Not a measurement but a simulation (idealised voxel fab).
This is a process module. Its name is voxel transistor to metal.
Shown is cross-section cut, with a width of 210 nm and square cells of size 5 nm.
This document writes a cross-section as a grid whose cells are square, and gives it as bands, listed from the top down; one or more rows of cells form a band. Quick guide to a band line: top height, bottom height (nm) up front; then every material left to right with its width in nm. Only one material and it's marked "everywhere"? Then it fills the band edge to edge. And "blank" just means empty space. Beneath 0, the wafer as received is one material, and that level is where height counting begins. The lowest band goes on downward without a bottom; it is written like "0 -> down". Graded width ("30 to 40"): value in top row of band = first number; value in bottom row = second number; row-to-row change constant. Where a step carries "remains unaltered", the cross-section came out of it unchanged, cell for cell. Closed-off voids of 8+ cells (no open route to the top) go in "Closed void listing", written width x height at distance from the left edge, in nm. after a step's settings: what the simulator itself notes on the step. You can add "overlay nm" to a step's line. For a step with a mask, it describes how far the mask lay to the right of its planned position, and a negative number describes a lay to the left.
Steps planned for the process:
- 1: RECEIVE, material Si
- 2: CONFORMAL_DEP, material SiO2, thk nm 5
- 3: CONFORMAL_DEP, material SiN, thk nm 10
- 4: DIRECTIONAL_DEP, material aC, thk nm 15
- 5: PATTERN, tone cover, mask id ACTIVE, material resist, width nm 105, thk nm 30, overlay nm 0
- 6: DIRECTIONAL_ETCH, etch materials aC, depth nm 15
- 7: STRIP, etch materials resist
- 8: DIRECTIONAL_ETCH, etch materials SiN, depth nm 10
- 9: DIRECTIONAL_ETCH, etch materials SiO2, depth nm 5
- 10: DIRECTIONAL_ETCH, etch materials Si, depth nm 35
- 11: STRIP, etch materials aC
- 12: OXIDIZE, depth nm 5
- 13: FILL_DEP, material SiO2, thk nm 5
- 14: CMP, height nm 15
- 15: SELECTIVE_ETCH, etch materials SiO2, depth nm 10
- 16: STRIP, etch materials SiN
- 17: SELECTIVE_ETCH, etch materials SiO2, depth nm 5
- 18: OXIDIZE, depth nm 5
- 19: DIRECTIONAL_DEP, material polySi, thk nm 30
- 20: DIRECTIONAL_DEP, material SiCN, thk nm 15
- 21: PATTERN, tone cover, mask id GATE, material resist, width nm 25, thk nm 20, overlay nm 0
- 22: DIRECTIONAL_ETCH, etch materials SiCN, depth nm 25
- 23: DIRECTIONAL_ETCH, etch materials polySi, depth nm 40
- 24: STRIP, etch materials resist
- 25: CONFORMAL_DEP, material SiN, thk nm 5
- 26: DIRECTIONAL_ETCH, etch materials SiN, depth nm 5
- 27: DIRECTIONAL_ETCH, etch materials SiO2, depth nm 5
- 28: EPI, material pSi, thk nm 5
- 29: FILL_DEP, material SiO2, thk nm 5
- 30: CMP, height nm 30
- 31: STRIP, etch materials polySi
- 32: SELECTIVE_ETCH, etch materials SiO2, depth nm 5
- 33: CONFORMAL_DEP, material HfO2, thk nm 5
- 34: CONFORMAL_DEP, material TiN, thk nm 5
- 35: FILL_DEP, material W, thk nm 10
- 36: CMP, height nm 25
- 37: DIRECTIONAL_DEP, material SiO2, thk nm 15
- 38: MASKED_ETCH, tone open, mask id CONTACT, width nm 15, pitch nm 70, etch materials SiO2, depth nm 40, overlay nm 0
- 39: CONFORMAL_DEP, material TiN, thk nm 5
- 40: FILL_DEP, material W, thk nm 10
- 41: CMP, height nm 40
- 42: DIRECTIONAL_DEP, material TiN, thk nm 5
- 43: DIRECTIONAL_DEP, material Ru, thk nm 20
- 44: MASKED_ETCH, tone cover, mask id METAL_1, width nm 15, pitch nm 70, etch materials Ru, depth nm 20, overlay nm 0
- 45: MASKED_ETCH, tone cover, mask id METAL_1, width nm 15, pitch nm 70, etch materials TiN, depth nm 5, overlay nm 0
- 46: FILL_DEP, material lowk, thk nm 5
- 47: CMP, height nm 65
- 48: CONFORMAL_DEP, material SiCN, thk nm 5
Wafer cross-section on receipt, i.e. after step 1:
- 0 -> down  Si everywhere
- Closed void listing: none
Cross-section, first of two wafers, end of module, run as planned:
- 70 -> 65  SiCN everywhere
- 65 -> 45  lowk (60) / Ru (15) / lowk (55) / Ru (15) / lowk (65)
- 45 -> 40  lowk (60) / TiN (15) / lowk (55) / TiN (15) / lowk (65)
- 40 -> 25  SiO2 (60) / TiN (5) / W (5) / TiN (5) / SiO2 (55) / TiN (5) / W (5) / TiN (5) / SiO2 (65)
- 25 -> 5  SiO2 (60) / TiN (5) / W (5) / TiN (5) / SiO2 (10) / SiN (5) / HfO2 (5) / TiN (5) / W (5) / TiN (5) / HfO2 (5) / SiN (5) / SiO2 (10) / TiN (5) / W (5) / TiN (5) / SiO2 (65)
- 5 -> 0  SiO2 (60) / TiN (15) / SiO2 (10) / SiN (5) / HfO2 (5) / TiN (15) / HfO2 (5) / SiN (5) / SiO2 (10) / TiN (15) / SiO2 (65)
- 0 -> -5  SiO2 (50) / pSi (35) / HfO2 (35) / pSi (35) / SiO2 (55)
- -5 -> -40  SiO2 (55) / Si (95) / SiO2 (60)
- -40 -> down  Si everywhere
- Closed void listing: none
Cross-section of the latter of the two wafers at module completion. It had an identical start and an identical plan to the former; in running it, one mistake was made:
- 70 -> 65  SiCN everywhere
- 65 -> 45  lowk (60) / Ru (15) / lowk (55) / Ru (15) / lowk (65)
- 45 -> 40  lowk (60) / TiN (15) / lowk (55) / TiN (15) / lowk (65)
- 40 -> 25  SiO2 (60) / TiN (5) / W (5) / TiN (5) / SiO2 (55) / TiN (5) / W (5) / TiN (5) / SiO2 (65)
- 25 -> 5  SiO2 (60) / TiN (5) / W (5) / TiN (5) / SiO2 (10) / SiN (5) / TiN (5) / W (15) / TiN (5) / SiN (5) / SiO2 (10) / TiN (5) / W (5) / TiN (5) / SiO2 (65)
- 5 -> 0  SiO2 (60) / TiN (15) / SiO2 (10) / SiN (5) / TiN (5) / W (15) / TiN (5) / SiN (5) / SiO2 (10) / TiN (15) / SiO2 (65)
- 0 -> -5  SiO2 (50) / pSi (35) / TiN (35) / pSi (35) / SiO2 (55)
- -5 -> -40  SiO2 (55) / Si (95) / SiO2 (60)
- -40 -> down  Si everywhere
- Closed void listing: none
Which mistake was made when the wafer was run? the plan's step 33 went unexecuted, having been skipped
Final difference in cells, second wafer against first, listed per material as more or fewer: HfO2 -17; TiN +6; W +11
